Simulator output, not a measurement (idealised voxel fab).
Presented below is a process module, voxel quadruple lines.
Displayed cross-section: cut, width of 160 nm, square cells sized 5 nm.
When this document writes out a cross-section, it uses a grid of square cells and lists it as bands, beginning at the top and moving down, with a band standing for one or more rows of cells. Basically the band line says how high the top is and how high the bottom is, in nm, and then what's in it from left to right, every material with its width in nm. Empty space shows up as "empty", and if a single material carries "all across" it runs the full band edge to edge. Zero point of the height axis is 0; under it, received wafer = one material. Lowest band: continues down indefinitely, "0 and below". Per-row width for "30->40": begins at first number (top row of band), ends at second number (bottom row), increment between rows held constant. Key: "left unchanged" - step with no changed cell in the cross-section. "Cavities, closed" contains a list of empty spaces, each no smaller than 8 cells and without an open way to the top, written in the form width x height at distance with the distance from the left edge and all three in nm. after a step's settings: what the simulator itself notes on the step. A step line may carry the setting "overlay nm", which, for steps involving a mask, states the distance by which the mask lay to the right of its intended position; negative values denote displacement to the left.

**Here's what the planned process steps look like**
| 1 | RECEIVE | material Si |
| 2 | CONFORMAL_DEP | material Al2O3 | thk nm 10 |
| 3 | DIRECTIONAL_DEP | material Ru | thk nm 10 |
| 4 | DIRECTIONAL_DEP | material polySi | thk nm 20 |
| 5 | DIRECTIONAL_DEP | material aC | thk nm 25 |
| 6 | PATTERN | tone cover | mask id MANDREL | material resist | width nm 30 | thk nm 30 | overlay nm 0 |
| 7 | DIRECTIONAL_ETCH | etch materials aC | depth nm 25 |
| 8 | STRIP | etch materials resist |
| 9 | CONFORMAL_DEP | material SiO2 | thk nm 10 |
| 10 | DIRECTIONAL_ETCH | etch materials SiO2 | depth nm 10 |
| 11 | STRIP | etch materials aC |
| 12 | DIRECTIONAL_ETCH | etch materials polySi | depth nm 20 |
| 13 | STRIP | etch materials SiO2 |
| 14 | CONFORMAL_DEP | material SiCN | thk nm 10 |
| 15 | DIRECTIONAL_ETCH | etch materials SiCN | depth nm 10 |
| 16 | STRIP | etch materials polySi |
| 17 | DIRECTIONAL_ETCH | etch materials Ru | depth nm 10 |
| 18 | STRIP | etch materials SiCN |
| 19 | FILL_DEP | material lowk | thk nm 5 |
| 20 | CMP | height nm 20 |

**So this is the incoming wafer in cross-section - it's already been through step 1**
* 0 and below  Si all across
* Cavities, closed: none

**As-planned run: cross-section of the first of two wafers at end of module**
* 20 down to 10  lowk (45)  Ru (10)  lowk (10)  Ru (10)  lowk (10)  Ru (10)  lowk (10)  Ru (10)  lowk (45)
* 10 down to 0  Al2O3 all across
* 0 and below  Si all across
* Cavities, closed: none

**Cross-sectional view: second of two wafers, end of module; start and plan identical to the first, one mistake in running**
* 20 down to 10  aC all across
* 10 down to 0  Al2O3 all across
* 0 and below  Si all across
* Cavities, closed: none
The plan and the run diverged here: step 3 was processed under conditions differing from the plan, specifically as DIRECTIONAL_DEP | material aC | thk nm 10
Cell-count delta at end, second wafer over first, by material: Ru -16, aC +64, lowk -48
